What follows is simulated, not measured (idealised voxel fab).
process module | voxel double patterning
cross-section cut | 240 nm wide | cells 5 nm
A cross-section is a grid of square cells, given in bands from the top down. A band is one or more rows of cells.
Each band's line starts with the height of the band's top and of its bottom, in nm. Then come its materials from left to right, each with its width in nm. One material with "throughout" fills the band from edge to edge. "air" is empty space.
Height 0 is the level under which the wafer as received is all one material. The lowest band goes on downwards, as in "0 down".
A width such as "30 to 40" changes by the same amount from each row of cells to the next, from the band's top row to its bottom row.
"no change" after a step means that no cell of the cross-section changed.
closed voids: empty space of 8 cells or more with no open way to the top, each as width x height at its distance from the left edge, in nm
after a step's settings: what the simulator itself notes on the step
overlay nm, on a step with a mask: how far to the right of its planned place the mask lay; to the left if negative
plan
1 op RECEIVE | material Si
2 op CONFORMAL_DEP | material SiO2 | thk nm 5
3 op DIRECTIONAL_DEP | material TiN | thk nm 20
4 op DIRECTIONAL_DEP | material SiN | thk nm 10
5 op PATTERN | tone open | mask id FIRST | material resist | width nm 15 | pitch nm 50 | thk nm 15 | overlay nm 0
6 op DIRECTIONAL_ETCH | etch materials SiN | depth nm 10
7 op STRIP | etch materials resist
8 op PATTERN | tone open | mask id SECOND | material resist | width nm 15 | thk nm 15 | overlay nm 0
9 op DIRECTIONAL_ETCH | etch materials SiN | depth nm 10
10 op STRIP | etch materials resist
11 op DIRECTIONAL_ETCH | etch materials TiN | depth nm 20
12 op STRIP | etch materials SiN
first wafer, as planned
as received, after step 1
  0 down: Si throughout
  closed voids: none
after step 2
  5 to 0: SiO2 throughout
  below 0: unchanged
after step 3
  25 to 5: TiN throughout
  below 5: unchanged
after step 4
  35 to 25: SiN throughout
  below 25: unchanged
after step 5
  50 to 35: resist 85 | air 15 | resist 35 | air 15 | resist 90
  below 35: unchanged
after step 6
  50 to 35: resist 85 | air 15 | resist 35 | air 15 | resist 90
  35 to 25: SiN 85 | air 15 | SiN 35 | air 15 | SiN 90
  below 25: unchanged
after step 7
  35 to 25: SiN 85 | air 15 | SiN 35 | air 15 | SiN 90
  below 25: unchanged
after step 8
  50 to 35: resist 110 | air 15 | resist 115
  35 to 25: SiN 85 | resist 15 | SiN 35 | resist 15 | SiN 90
  below 25: unchanged
after step 9
  50 to 35: resist 110 | air 15 | resist 115
  35 to 25: SiN 85 | resist 15 | SiN 10 | air 15 | SiN 10 | resist 15 | SiN 90
  below 25: unchanged
after step 10
  35 to 25: SiN 85 | air 15 | SiN 10 | air 15 | SiN 10 | air 15 | SiN 90
  below 25: unchanged
after step 11
  35 to 25: SiN 85 | air 15 | SiN 10 | air 15 | SiN 10 | air 15 | SiN 90
  25 to 5: TiN 85 | air 15 | TiN 10 | air 15 | TiN 10 | air 15 | TiN 90
  below 5: unchanged
after step 12
  25 to 5: TiN 85 | air 15 | TiN 10 | air 15 | TiN 10 | air 15 | TiN 90
  below 5: unchanged
second wafer: like start, like plan, one mistake. Through step 2 it matches the first wafer
when step 3 should have ended
  45 to 5: TiN throughout
  below 5: unchanged
when step 4 should have ended
  55 to 45: SiN throughout
  below 45: unchanged
when step 5 should have ended
  70 to 55: resist 85 | air 15 | resist 35 | air 15 | resist 90
  below 55: unchanged
when step 6 should have ended
  70 to 55: resist 85 | air 15 | resist 35 | air 15 | resist 90
  55 to 45: SiN 85 | air 15 | SiN 35 | air 15 | SiN 90
  below 45: unchanged
when step 7 should have ended
  55 to 45: SiN 85 | air 15 | SiN 35 | air 15 | SiN 90
  below 45: unchanged
when step 8 should have ended
  70 to 55: resist 110 | air 15 | resist 115
  55 to 45: SiN 85 | resist 15 | SiN 35 | resist 15 | SiN 90
  below 45: unchanged
when step 9 should have ended
  70 to 55: resist 110 | air 15 | resist 115
  55 to 45: SiN 85 | resist 15 | SiN 10 | air 15 | SiN 10 | resist 15 | SiN 90
  below 45: unchanged
when step 10 should have ended
  55 to 45: SiN 85 | air 15 | SiN 10 | air 15 | SiN 10 | air 15 | SiN 90
  below 45: unchanged
when step 11 should have ended
  55 to 45: SiN 85 | air 15 | SiN 10 | air 15 | SiN 10 | air 15 | SiN 90
  45 to 25: TiN 85 | air 15 | TiN 10 | air 15 | TiN 10 | air 15 | TiN 90
  below 25: unchanged
when step 12 should have ended
  45 to 25: TiN 85 | air 15 | TiN 10 | air 15 | TiN 10 | air 15 | TiN 90
  below 25: unchanged
what went wrong: step 3 was run twice
at the end the second wafer has, in cells: 192 more of TiN
